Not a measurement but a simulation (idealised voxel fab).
Herein follows the process module entitled voxel air gaps.
170 nm wide, 5 nm square cells: that's cross-section cut.
A cross-section is a grid of square cells, given in bands from the top down. A band is one or more rows of cells. Read a band's entry like this: the first values are the height of its top and the height of its bottom in nm, and what follows is the sequence of materials from left to right, each with its width in nm. Note that "air" is empty space, and that a single material marked "edge to edge" reaches across the band from edge to edge. A quick word on heights: they are counted from 0, and under that level the wafer as it came to us is one material throughout. The lowest band is different from the rest in having no bottom; it simply continues downward, written as in "0 and below". A width given as "30->40" starts at the first number in the band's top row and ends at the second number in its bottom row, shifting by an equal amount at every step from row to row. The cross-section has no changed cell in any step marked "nothing changed". Listed in "Closed void roster": every empty space of 8 or more cells without an open way to the top. Form: width x height at distance, the distance being from the left edge, all in nm. Post-settings text on a step line: simulator's own remark regarding the step. overlay nm: where the mask lay relative to plan, measured to the right, on steps with a mask; negatives go left.

# The process steps that were planned are listed below
step 1: op RECEIVE | material Si
step 2: op CONFORMAL_DEP | material SiO2 | thk nm 15
step 3: op CONFORMAL_DEP | material SiCN | thk nm 5
step 4: op DIRECTIONAL_DEP | material SiO2 | thk nm 30
step 5: op PATTERN | tone open | mask id LINES | material resist | width nm 25 | pitch nm 50 | thk nm 15 | overlay nm 0
step 6: op DIRECTIONAL_ETCH | etch materials SiO2 | depth nm 40
step 7: op STRIP | etch materials resist
step 8: op CONFORMAL_DEP | material TiN | thk nm 5
step 9: op FILL_DEP | material Cu | thk nm 5
step 10: op CMP | height nm 60
step 11: op EPI | material Ru | thk nm 10
step 12: op SELECTIVE_ETCH | etch materials SiO2 | depth nm 50
step 13: op CONFORMAL_DEP | material SiCN | thk nm 5
What sets these wafers apart? The thk nm at step 4. They all start alike, and the plan carries the first wafer's value.

# First wafer of several, as received: cross-section after step 1
  0 and below | Si edge to edge
  Closed void roster: none

# Each row below is a wafer at the end of the module, listing for every material the number of cells it has gained (+) or lost (-) since it was received, followed by its closed voids
thk nm 30; +88 Cu; +68 Ru; +68 SiCN; +216 SiO2; +70 TiN; Closed void roster: none
thk nm 35; +63 Cu; +68 Ru; +68 SiCN; +235 SiO2; +76 TiN; Closed void roster: none
thk nm 40; +63 Cu; +54 Ru; +144 SiCN; +102 SiO2; +57 TiN; Closed void roster: 15 x 30 at 50; 15 x 30 at 100
